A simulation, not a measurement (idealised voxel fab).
process module | voxel trench capacitor
cross-section cut | 140 nm wide | cells 5 nm
A cross-section is a grid of square cells, given in bands from the top down. A band is one or more rows of cells.
Each band's line starts with the height of the band's top and of its bottom, in nm. Then come its materials from left to right, each with its width in nm. One material with "throughout" fills the band from edge to edge. "air" is empty space.
Height 0 is the level under which the wafer as received is all one material. The lowest band goes on downwards, as in "0 down".
A width such as "30 to 40" changes by the same amount from each row of cells to the next, from the band's top row to its bottom row.
"no change" after a step means that no cell of the cross-section changed.
closed voids: empty space of 8 cells or more with no open way to the top, each as width x height at its distance from the left edge, in nm
after a step's settings: what the simulator itself notes on the step
overlay nm, on a step with a mask: how far to the right of its planned place the mask lay; to the left if negative
plan
1 op RECEIVE | material Si
2 op CONFORMAL_DEP | material SiN | thk nm 10
3 op PATTERN | tone open | mask id TRENCH | material resist | width nm 20 | pitch nm 40 | thk nm 15 | overlay nm 0
4 op DIRECTIONAL_ETCH | etch materials SiN | depth nm 10
5 op DIRECTIONAL_ETCH | etch materials Si | depth nm 25
6 op STRIP | etch materials resist
7 op CONFORMAL_DEP | material SiO2 | thk nm 5
8 op FILL_DEP | material polySi | thk nm 10
9 op CMP | height nm 10
as received, after step 1
  0 down: Si throughout
  closed voids: none
first wafer at the end, as planned
  10 to 0: SiN 40 | SiO2 5 | polySi 10 | SiO2 5 | SiN 20 | SiO2 5 | polySi 10 | SiO2 5 | SiN 40
  0 to -20: Si 40 | SiO2 5 | polySi 10 | SiO2 5 | Si 20 | SiO2 5 | polySi 10 | SiO2 5 | Si 40
  -20 to -25: Si 40 | SiO2 20 | Si 20 | SiO2 20 | Si 40
  -25 down: Si throughout
  closed voids: none
second wafer at the end: like start, like plan, one mistake
  10 to 0: SiN 40 | SiO2 5 | polySi 15 | SiO2 5 | SiN 15 | SiO2 5 | polySi 15 | SiO2 5 | SiN 35
  0 to -20: Si 40 | SiO2 5 | polySi 15 | SiO2 5 | Si 15 | SiO2 5 | polySi 15 | SiO2 5 | Si 35
  -20 to -25: Si 40 | SiO2 25 | Si 15 | SiO2 25 | Si 35
  -25 down: Si throughout
  closed voids: none
what went wrong: step 3 ran as: op PATTERN | tone open | mask id TRENCH | material resist | width nm 25 | pitch nm 40 | thk nm 15 | overlay nm 0
at the end the second wafer has, in cells: 10 fewer of Si | 4 fewer of SiN | 2 more of SiO2 | 12 more of polySi
